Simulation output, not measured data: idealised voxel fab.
Process module name: voxel ribs on slabs
FYI the section here is cut, 240 nm wide, cells are 5 nm squares.
How to read a cross-section here: the picture is a grid of square cells, written as bands going from the top down, and any band can span one or more rows of cells.
The entry gives the band's vertical extent as a top height and a bottom height in nm, then its horizontal make-up as materials from left to right, each with a width in nm. "air" stands for empty space; a single material marked "full width" fills the band edge to edge.
Heads up on the height convention: 0 is the point under which the incoming wafer is all one material, and the lowest band has no bottom, it just keeps going down, like "0 down".
It should be noted that a width expressed as "30..40" varies in equal increments from row to row of cells within the band, taking the value of the first number at the top row and that of the second number at the bottom row.
The designation "no alteration", where it is given for a processing step, indicates that no cell of the cross-section was altered in the course of that step.
Entry "Non-vented voids" = empty spaces >= 8 cells with no open way to the top; each as width x height at distance, distance from left edge, all nm.
Formally, on a step line, whatever follows the settings is a remark that the simulator itself makes on the step.
Steps that use a mask can have "overlay nm" on their line. It says how far the mask sat to the right of where it was meant to be. Negative means to the left.

### These are the steps we planned for the process
1,RECEIVE with material Si
2,DIRECTIONAL_DEP with material SiO2, thk nm 25
3,DIRECTIONAL_DEP with material SiN, thk nm 25
4,PATTERN with tone cover, mask id RIB, material resist, width nm 30, thk nm 20, overlay nm 0
5,DIRECTIONAL_ETCH with etch materials SiN, depth nm 5
6,STRIP with etch materials resist
7,PATTERN with tone cover, mask id SLAB, material resist, width nm 90, thk nm 15, overlay nm 0
8,DIRECTIONAL_ETCH with etch materials SiN, depth nm 20
9,STRIP with etch materials resist
10,FILL_DEP with material SiO2, thk nm 20
11,CMP with height nm 65
12,DIRECTIONAL_DEP with material W, thk nm 5
13,DIRECTIONAL_DEP with material aC, thk nm 10
14,PATTERN with tone cover, mask id HEATER, material resist, width nm 40, thk nm 30, overlay nm 0
15,DIRECTIONAL_ETCH with etch materials aC, depth nm 10
16,STRIP with etch materials resist
17,DIRECTIONAL_ETCH with etch materials W, depth nm 5
18,STRIP with etch materials aC
19,CONFORMAL_DEP with material SiO2, thk nm 5

### This is the cross-section of the wafer as we received it, i.e. after step 1
0 down | Si full width
Non-vented voids: none

### First wafer of two, sectioned at end of module; run went per plan
75 to 70 | air 95  SiO2 50  air 95
70 to 65 | SiO2 100  W 40  SiO2 100
65 to 50 | SiO2 full width
50 to 45 | SiO2 105  SiN 30  SiO2 105
45 to 25 | SiO2 75  SiN 90  SiO2 75
25 to 0 | SiO2 full width
0 down | Si full width
Non-vented voids: none

### Module end: cross-section of wafer two of two. Same start and process plan as the first wafer. One mistake during execution
70 to 65 | air 100  W 40  air 100
65 to 50 | SiO2 full width
50 to 45 | SiO2 105  SiN 30  SiO2 105
45 to 25 | SiO2 75  SiN 90  SiO2 75
25 to 0 | SiO2 full width
0 down | Si full width
Non-vented voids: none
In executing the process, a mistake was made relative to the plan: step 19 of the plan was bypassed and not carried out
Once processing is complete, comparing cell counts shows that the second wafer has more or fewer of certain materials than the first: 50 fewer of SiO2
